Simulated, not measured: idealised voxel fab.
Process module heading - voxel capacitor over wiring
Cross-sectional view cut (width: 260 nm; square cell size: 5 nm).
Cross-section layout: square cells on a grid; listed as bands, top to bottom; a band spans one or more cell rows. It is stipulated that each band's entry specify, in nanometres, the height of the top of the band and then that of its bottom, followed by the materials of the band in left-to-right sequence, each together with its width in nanometres. A single material marked by the word "throughout" is understood to fill the band from edge to edge; the word "blank" is understood to denote empty space. Zero point of the height axis is 0; under it, received wafer = one material. Lowest band: continues down indefinitely, "top 0, no bottom". It should be noted that a width expressed as "30..40" varies in equal increments from row to row of cells within the band, taking the value of the first number at the top row and that of the second number at the bottom row. Any step labelled "no change" changed none of the cells in the cross-section. "Voids lacking openings" specifies each empty space that is not open to the top and that occupies no fewer than 8 cells, using the form width x height at distance, the distance measured from the left edge and all three quantities in nm. What comes after the settings on a step's line is commentary from the simulator itself on that step. If you see "overlay nm" on a step's line and that step has a mask, it's telling you how far right of where it was planned the mask ended up; a negative number means it went left instead.

# The process steps that were planned are listed below
step 1: RECEIVE, material Si
step 2: CONFORMAL_DEP, material SiO2, thk nm 10
step 3: CONFORMAL_DEP, material SiN, thk nm 5
step 4: DIRECTIONAL_DEP, material lowk, thk nm 25
step 5: DIRECTIONAL_DEP, material aC, thk nm 15
step 6: PATTERN, tone open, mask id METAL_1, material resist, width nm 20, pitch nm 80, thk nm 30, overlay nm 0
step 7: DIRECTIONAL_ETCH, etch materials aC, depth nm 15
step 8: STRIP, etch materials resist
step 9: DIRECTIONAL_ETCH, etch materials lowk, depth nm 15
step 10: DIRECTIONAL_ETCH, etch materials SiN, depth nm 5
step 11: STRIP, etch materials aC
step 12: CONFORMAL_DEP, material TiN, thk nm 5
step 13: FILL_DEP, material Cu, thk nm 5
step 14: CMP, height nm 40
step 15: CONFORMAL_DEP, material SiCN, thk nm 5
step 16: DIRECTIONAL_DEP, material SiO2, thk nm 20
step 17: PATTERN, tone open, mask id PLUG_1, material resist, width nm 15, thk nm 20, overlay nm 0
step 18: DIRECTIONAL_ETCH, etch materials SiO2, depth nm 20
step 19: DIRECTIONAL_ETCH, etch materials SiCN, depth nm 5
step 20: STRIP, etch materials resist
step 21: EPI, material Ru, thk nm 10
step 22: EPI, material Ru, thk nm 10
step 23: EPI, material Ru, thk nm 5
step 24: DIRECTIONAL_DEP, material TiN, thk nm 5
step 25: DIRECTIONAL_DEP, material Al2O3, thk nm 5
step 26: DIRECTIONAL_DEP, material TiN, thk nm 5
step 27: PATTERN, tone cover, mask id UPPER_PLATE, material resist, width nm 65, thk nm 20, overlay nm 0
step 28: DIRECTIONAL_ETCH, etch materials TiN, depth nm 5
step 29: DIRECTIONAL_ETCH, etch materials Al2O3, depth nm 5
step 30: STRIP, etch materials resist
step 31: DIRECTIONAL_DEP, material aC, thk nm 10
step 32: PATTERN, tone cover, mask id LOWER_PLATE, material resist, width nm 75, thk nm 25, overlay nm 0
step 33: DIRECTIONAL_ETCH, etch materials aC, depth nm 10
step 34: STRIP, etch materials resist
step 35: DIRECTIONAL_ETCH, etch materials TiN, depth nm 5
step 36: STRIP, etch materials aC
step 37: FILL_DEP, material SiO2, thk nm 20
step 38: CMP, height nm 95
step 39: DIRECTIONAL_DEP, material aC, thk nm 15
step 40: PATTERN, tone open, mask id PLUG_2, material resist, width nm 15, thk nm 30, overlay nm 0
step 41: DIRECTIONAL_ETCH, etch materials aC, depth nm 15
step 42: STRIP, etch materials resist
step 43: DIRECTIONAL_ETCH, etch materials SiO2, depth nm 15
step 44: STRIP, etch materials aC
step 45: CONFORMAL_DEP, material TiN, thk nm 5
step 46: FILL_DEP, material Cu, thk nm 10
step 47: CMP, height nm 95
step 48: CONFORMAL_DEP, material SiN, thk nm 5
Variable across wafers: step 9 depth nm (plan value is that of the first wafer; starting state common to all).

# First of several wafers (as received, post step 1), cross-sectional view
	top 0, no bottom: Si throughout
	Voids lacking openings: none

# Depicted here is the first of several wafers in cross-section, at module completion following the last step, step 48
	top 100, bottom 95: SiN throughout
	top 95, bottom 85: SiO2 (95)  TiN (5)  Cu (5)  TiN (5)  SiO2 (150)
	top 85, bottom 75: SiO2 (95..85)  TiN (15..65)  SiO2 (150..110)
	top 75, bottom 70: SiO2 (85)  Al2O3 (65)  SiO2 (110)
	top 70, bottom 65: SiO2 (80)  TiN (75)  SiO2 (105)
	top 65, bottom 45: SiO2 (85)  Ru (15)  SiO2 (160)
	top 45, bottom 40: SiCN (85)  Ru (15)  SiCN (160)
	top 40, bottom 30: lowk (80)  TiN (5)  Cu (10)  TiN (5)  lowk (60)  TiN (5)  Cu (10)  TiN (5)  lowk (80)
	top 30, bottom 25: lowk (80)  TiN (20)  lowk (60)  TiN (20)  lowk (80)
	top 25, bottom 15: lowk throughout
	top 15, bottom 10: SiN throughout
	top 10, bottom 0: SiO2 throughout
	top 0, no bottom: Si throughout
	Voids lacking openings: none

# Cross-sectional view, end of module, last wafer of several
	top 100, bottom 95: SiN throughout
	top 95, bottom 85: SiO2 (95)  TiN (5)  Cu (5)  TiN (5)  SiO2 (150)
	top 85, bottom 75: SiO2 (95..85)  TiN (15..65)  SiO2 (150..110)
	top 75, bottom 70: SiO2 (85)  Al2O3 (65)  SiO2 (110)
	top 70, bottom 65: SiO2 (80)  TiN (75)  SiO2 (105)
	top 65, bottom 45: SiO2 (85)  Ru (15)  SiO2 (160)
	top 45, bottom 40: SiCN (85)  Ru (15)  SiCN (160)
	top 40, bottom 15: lowk (80)  TiN (5)  Cu (10)  TiN (5)  lowk (60)  TiN (5)  Cu (10)  TiN (5)  lowk (80)
	top 15, bottom 10: SiN (80)  TiN (20)  SiN (60)  TiN (20)  SiN (80)
	top 10, bottom 0: SiO2 throughout
	top 0, no bottom: Si throughout
	Voids lacking openings: none

# Below is a per-wafer table. In it, each row describes the wafer at the end of the module by giving, for each material, the number of cells gained (+) or lost (-) since the wafer was received, and after that the closed voids of the wafer
depth nm 15 | +13 Al2O3 | +10 Cu | +15 Ru | +49 SiCN | +104 SiN | +562 SiO2 | +51 TiN | +236 lowk | Voids lacking openings: none
depth nm 20 | +13 Al2O3 | +14 Cu | +15 Ru | +49 SiCN | +104 SiN | +562 SiO2 | +55 TiN | +228 lowk | Voids lacking openings: none
depth nm 25 | +13 Al2O3 | +22 Cu | +15 Ru | +49 SiCN | +96 SiN | +562 SiO2 | +63 TiN | +220 lowk | Voids lacking openings: none
depth nm 30 | +13 Al2O3 | +22 Cu | +15 Ru | +49 SiCN | +96 SiN | +562 SiO2 | +63 TiN | +220 lowk | Voids lacking openings: none
depth nm 35 | +13 Al2O3 | +22 Cu | +15 Ru | +49 SiCN | +96 SiN | +562 SiO2 | +63 TiN | +220 lowk | Voids lacking openings: none
depth nm 40 | +13 Al2O3 | +22 Cu | +15 Ru | +49 SiCN | +96 SiN | +562 SiO2 | +63 TiN | +220 lowk | Voids lacking openings: none
